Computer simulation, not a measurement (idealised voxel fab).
Process module under the name voxel self aligned vias
Shown is cross-section cut, with a width of 285 nm and square cells of size 5 nm.
In what follows, cross-sections appear as grids of square cells, described through bands that run from the top down, where every band is one or more rows of cells.
Within each band entry, the heights of the top and of the bottom of the band appear first, in that order and in nm; the materials of the band then follow from left to right, each with its corresponding width in nm. The designation "edge to edge" on a single material indicates that it fills the band from edge to edge; the designation "air" indicates empty space.
Ref level 0: as-received wafer is one material below here. Bottom band extends down with no lower bound ("0 -> down").
The two numbers in a width such as "30->40" mark its ends across the band: the first belongs to the top row of cells, the second to the bottom row, and from each row to the next the width moves by the same amount.
When a step is marked "no modifications", none of the cells in the cross-section changed during that step.
"Internal closed voids": empty spaces of 8 cells or more with no open way to the top, each given as width x height at distance, distance from the left edge, all in nm.
Whatever follows a step's settings on its line is a remark the simulator itself makes about that step.
Regarding "overlay nm": on a step with a mask, it is the distance the mask lay to the right of its planned place; a negative value places it to the left.
Steps planned for the process
1. RECEIVE: material Si
2. CONFORMAL_DEP: material SiO2, thk nm 10
3. CONFORMAL_DEP: material SiCN, thk nm 5
4. DIRECTIONAL_DEP: material lowk, thk nm 20
5. MASKED_ETCH: tone open, mask id LINES, width nm 15, pitch nm 55, etch materials lowk, depth nm 20, overlay nm 0
6. CONFORMAL_DEP: material TiN, thk nm 5
7. FILL_DEP: material Ru, thk nm 10
8. CMP: height nm 35
9. SELECTIVE_ETCH: etch materials W Ru TiN, depth nm 5
10. FILL_DEP: material SiN, thk nm 10
11. CMP: height nm 35
12. DIRECTIONAL_DEP: material lowk, thk nm 20
13. PATTERN: tone open, mask id VIAS, material resist, width nm 35, pitch nm 110, thk nm 20, overlay nm 0
14. DIRECTIONAL_ETCH: etch materials lowk, depth nm 20
15. DIRECTIONAL_ETCH: etch materials SiN, depth nm 5
16. STRIP: etch materials resist
17. CONFORMAL_DEP: material TiN, thk nm 5
18. FILL_DEP: material W, thk nm 5
19. CMP: height nm 55
20. CONFORMAL_DEP: material SiN, thk nm 5
All wafers enter the flow in the same state. The width nm at step 5 differs from wafer to wafer, and the plan gives the value for the first wafer.
Received wafers, first of several: cross-section after step 1
    0 -> down  Si edge to edge
    Internal closed voids: none
Here is how to read the rows: every wafer has a row, and it shows the wafer at the end of the module, giving for each material how many cells were gained (+) or lost (-) since the wafer was received, then listing its closed voids
width nm 15 | +6 Ru | +57 SiCN | +60 SiN | +114 SiO2 | +51 TiN | +32 W | +364 lowk | Internal closed voids: none
width nm 20 | +12 Ru | +57 SiCN | +61 SiN | +114 SiO2 | +54 TiN | +34 W | +352 lowk | Internal closed voids: none
width nm 25 | +18 Ru | +57 SiCN | +62 SiN | +114 SiO2 | +57 TiN | +36 W | +340 lowk | Internal closed voids: none
width nm 30 | +24 Ru | +57 SiCN | +63 SiN | +114 SiO2 | +60 TiN | +38 W | +328 lowk | Internal closed voids: none
width nm 35 | +30 Ru | +57 SiCN | +64 SiN | +114 SiO2 | +63 TiN | +40 W | +316 lowk | Internal closed voids: none
width nm 40 | +36 Ru | +57 SiCN | +67 SiN | +114 SiO2 | +66 TiN | +40 W | +304 lowk | Internal closed voids: none
